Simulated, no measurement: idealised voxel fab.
process module | voxel gate over fins
cross-section cut | 260 nm wide | cells 5 nm
A cross-section is a grid of square cells, given in bands from the top down. A band is one or more rows of cells.
Each band's line starts with the height of the band's top and of its bottom, in nm. Then come its materials from left to right, each with its width in nm. One material with "throughout" fills the band from edge to edge. "air" is empty space.
Height 0 is the level under which the wafer as received is all one material. The lowest band goes on downwards, as in "0 down".
A width such as "30 to 40" changes by the same amount from each row of cells to the next, from the band's top row to its bottom row.
"no change" after a step means that no cell of the cross-section changed.
closed voids: empty space of 8 cells or more with no open way to the top, each as width x height at its distance from the left edge, in nm
after a step's settings: what the simulator itself notes on the step
overlay nm, on a step with a mask: how far to the right of its planned place the mask lay; to the left if negative
plan
1 op RECEIVE | material Si
2 op CONFORMAL_DEP | material SiN | thk nm 5
3 op MASKED_ETCH | tone cover | mask id FINS | width nm 15 | pitch nm 35 | etch materials SiN | depth nm 5 | overlay nm 0
4 op MASKED_ETCH | tone cover | mask id FINS | width nm 15 | pitch nm 35 | etch materials Si | depth nm 35 | overlay nm 0
5 op OXIDIZE | depth nm 5
6 op FILL_DEP | material SiO2 | thk nm 15
7 op CMP | height nm 5
8 op SELECTIVE_ETCH | etch materials SiO2 | depth nm 20
9 op STRIP | etch materials SiN
10 op CONFORMAL_DEP | material HfO2 | thk nm 5
11 op CONFORMAL_DEP | material TiN | thk nm 5
12 op CONFORMAL_DEP | material TiAl | thk nm 5
13 op CONFORMAL_DEP | material TiN | thk nm 5
14 op FILL_DEP | material W | thk nm 15
15 op CMP | height nm 30
16 op CONFORMAL_DEP | material SiN | thk nm 10
as received, after step 1
  0 down: Si throughout
  closed voids: none
first wafer at the end, as planned
  40 to 30: SiN throughout
  30 to 20: W throughout
  20 to 15: W 90 | TiN 80 | W 90
  15 to 10: W 90 | TiN 5 | TiAl 70 | TiN 5 | W 90
  10 to 5: W 90 | TiN 5 | TiAl 5 | TiN 25 | TiAl 10 | TiN 25 | TiAl 5 | TiN 5 | W 90
  5 to 0: TiN 95 | TiAl 5 | TiN 5 | HfO2 15 | TiN 5 | TiAl 10 | TiN 5 | HfO2 15 | TiN 5 | TiAl 5 | TiN 95
  0 to -5: TiAl 100 | TiN 5 | HfO2 5 | Si 5 | HfO2 5 | TiN 5 | TiAl 10 | TiN 5 | HfO2 5 | Si 5 | HfO2 5 | TiN 5 | TiAl 100
  -5 to -10: TiN 105 | HfO2 5 | Si 5 | HfO2 5 | TiN 20 | HfO2 5 | Si 5 | HfO2 5 | TiN 105
  -10 to -15: HfO2 110 | Si 5 | HfO2 30 | Si 5 | HfO2 110
  -15 to -40: SiO2 110 | Si 5 | SiO2 30 | Si 5 | SiO2 110
  -40 down: Si throughout
  closed voids: none
second wafer at the end: like start, like plan, one mistake
  35 to 30: SiN throughout
  30 to 20: W throughout
  20 to 15: W 90 | TiN 80 | W 90
  15 to 10: W 90 | TiN 5 | TiAl 70 | TiN 5 | W 90
  10 to 5: W 90 | TiN 5 | TiAl 5 | TiN 25 | TiAl 10 | TiN 25 | TiAl 5 | TiN 5 | W 90
  5 to 0: TiN 95 | TiAl 5 | TiN 5 | HfO2 15 | TiN 5 | TiAl 10 | TiN 5 | HfO2 15 | TiN 5 | TiAl 5 | TiN 95
  0 to -5: TiAl 100 | TiN 5 | HfO2 5 | Si 5 | HfO2 5 | TiN 5 | TiAl 10 | TiN 5 | HfO2 5 | Si 5 | HfO2 5 | TiN 5 | TiAl 100
  -5 to -10: TiN 105 | HfO2 5 | Si 5 | HfO2 5 | TiN 20 | HfO2 5 | Si 5 | HfO2 5 | TiN 105
  -10 to -15: HfO2 110 | Si 5 | HfO2 30 | Si 5 | HfO2 110
  -15 to -40: SiO2 110 | Si 5 | SiO2 30 | Si 5 | SiO2 110
  -40 down: Si throughout
  closed voids: none
what went wrong: step 16 ran as: op CONFORMAL_DEP | material SiN | thk nm 5
at the end the second wafer has, in cells: 52 fewer of SiN
